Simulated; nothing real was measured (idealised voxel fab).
Presented below is a process module, voxel self aligned vias.
Square cells of 5 nm make up the cross-section cut, whose width is 210 nm.
A cross-section is a grid of square cells, given in bands from the top down. A band is one or more rows of cells.
The band entry comprises the height of the band's top followed by the height of its bottom, expressed in nm, and subsequently the band's materials from left to right, each stated together with its width in nm. Where a single material is marked with the word "everywhere", that material fills the band from edge to edge. The word "blank" represents empty space.
Note: height 0 marks the level under which the wafer is uniformly one material as received. Lowest band unbounded below, written "0..down".
Width spec "30->40" -> top row of cells at first value, bottom row at second value, equal per-row change in between.
Step note "no alterations made" = no cross-section cell changed.
Look at "Enclosed void entries" for the closed voids: empty spaces with no open path to the top, sized 8 cells or up. Each is width x height at distance, distance from the left edge, all nm.
The remark found on a step's line after its settings is issued by the simulator itself and pertains to that step.
overlay nm: mask offset rightward from planned place, masked step; negative means leftward offset.

**The planned process steps are enumerated hereunder**
| 1 | RECEIVE: material Si |
| 2 | CONFORMAL_DEP: material SiO2, thk nm 10 |
| 3 | CONFORMAL_DEP: material SiCN, thk nm 5 |
| 4 | DIRECTIONAL_DEP: material lowk, thk nm 30 |
| 5 | PATTERN: tone open, mask id LINES, material resist, width nm 20, pitch nm 55, thk nm 15, overlay nm 0 |
| 6 | DIRECTIONAL_ETCH: etch materials lowk, depth nm 30 |
| 7 | STRIP: etch materials resist |
| 8 | CONFORMAL_DEP: material TiN, thk nm 5 |
| 9 | FILL_DEP: material W, thk nm 10 |
| 10 | CMP: height nm 45 |
| 11 | SELECTIVE_ETCH: etch materials W Ru TiN, depth nm 10 |
| 12 | FILL_DEP: material SiN, thk nm 5 |
| 13 | CMP: height nm 45 |
| 14 | DIRECTIONAL_DEP: material lowk, thk nm 20 |
| 15 | MASKED_ETCH: tone open, mask id VIAS, width nm 40, etch materials lowk, depth nm 20, overlay nm -15 |
| 16 | MASKED_ETCH: tone open, mask id VIAS, width nm 40, etch materials SiN, depth nm 10, overlay nm 0 |
| 17 | CONFORMAL_DEP: material TiN, thk nm 5 |
| 18 | FILL_DEP: material W, thk nm 10 |
| 19 | CMP: height nm 65 |
| 20 | CONFORMAL_DEP: material SiCN, thk nm 5 |
Variable across wafers: step 15 overlay nm (plan value is that of the first wafer; starting state common to all).

**Cross-section: the first of several wafers in its as-received state, i.e. following step 1**
- 0..down | Si everywhere
- Enclosed void entries: none

**Quick look at the cross-section of the first of several wafers after step 20, which wraps up the module**
- 70..65 | SiCN everywhere
- 65..50 | 40 lowk; 5 TiN; 30 W; 5 TiN; 130 lowk
- 50..45 | 40 lowk; 30 TiN; 5 W; 5 TiN; 130 lowk
- 45..40 | 65 lowk; 5 TiN; 5 W; 5 TiN; 5 SiN; 35 lowk; 20 SiN; 70 lowk
- 40..35 | 65 lowk; 15 TiN; 5 SiN; 35 lowk; 20 SiN; 70 lowk
- 35..20 | 65 lowk; 5 TiN; 10 W; 5 TiN; 35 lowk; 5 TiN; 10 W; 5 TiN; 70 lowk
- 20..15 | 65 lowk; 20 TiN; 35 lowk; 20 TiN; 70 lowk
- 15..10 | SiCN everywhere
- 10..0 | SiO2 everywhere
- 0..down | Si everywhere
- Enclosed void entries: none

**Of the several wafers, the last: cross-section at the end of the module**
- 70..65 | SiCN everywhere
- 65..50 | 70 lowk; 5 TiN; 30 W; 5 TiN; 100 lowk
- 50..45 | 70 lowk; 5 TiN; 5 W; 30 TiN; 100 lowk
- 45..40 | 65 lowk; 5 SiN; 5 TiN; 5 W; 5 TiN; 35 lowk; 20 SiN; 70 lowk
- 40..35 | 65 lowk; 5 SiN; 15 TiN; 35 lowk; 20 SiN; 70 lowk
- 35..20 | 65 lowk; 5 TiN; 10 W; 5 TiN; 35 lowk; 5 TiN; 10 W; 5 TiN; 70 lowk
- 20..15 | 65 lowk; 20 TiN; 35 lowk; 20 TiN; 70 lowk
- 15..10 | SiCN everywhere
- 10..0 | SiO2 everywhere
- 0..down | Si everywhere
- Enclosed void entries: none

**Table: wafers, a row each; end-of-module cell change per material since receipt, gain (+), loss (-); then closed voids**
overlay nm -15; +84 SiCN; +10 SiN; +84 SiO2; +38 TiN; +32 W; +340 lowk; Enclosed void entries: none
overlay nm -10; +84 SiCN; +8 SiN; +84 SiO2; +38 TiN; +34 W; +340 lowk; Enclosed void entries: none
overlay nm -5; +84 SiCN; +8 SiN; +84 SiO2; +38 TiN; +34 W; +340 lowk; Enclosed void entries: none
overlay nm 0; +84 SiCN; +8 SiN; +84 SiO2; +38 TiN; +34 W; +340 lowk; Enclosed void entries: none
overlay nm 5; +84 SiCN; +8 SiN; +84 SiO2; +38 TiN; +34 W; +340 lowk; Enclosed void entries: none
overlay nm 10; +84 SiCN; +8 SiN; +84 SiO2; +38 TiN; +34 W; +340 lowk; Enclosed void entries: none
overlay nm 15; +84 SiCN; +10 SiN; +84 SiO2; +38 TiN; +32 W; +340 lowk; Enclosed void entries: none
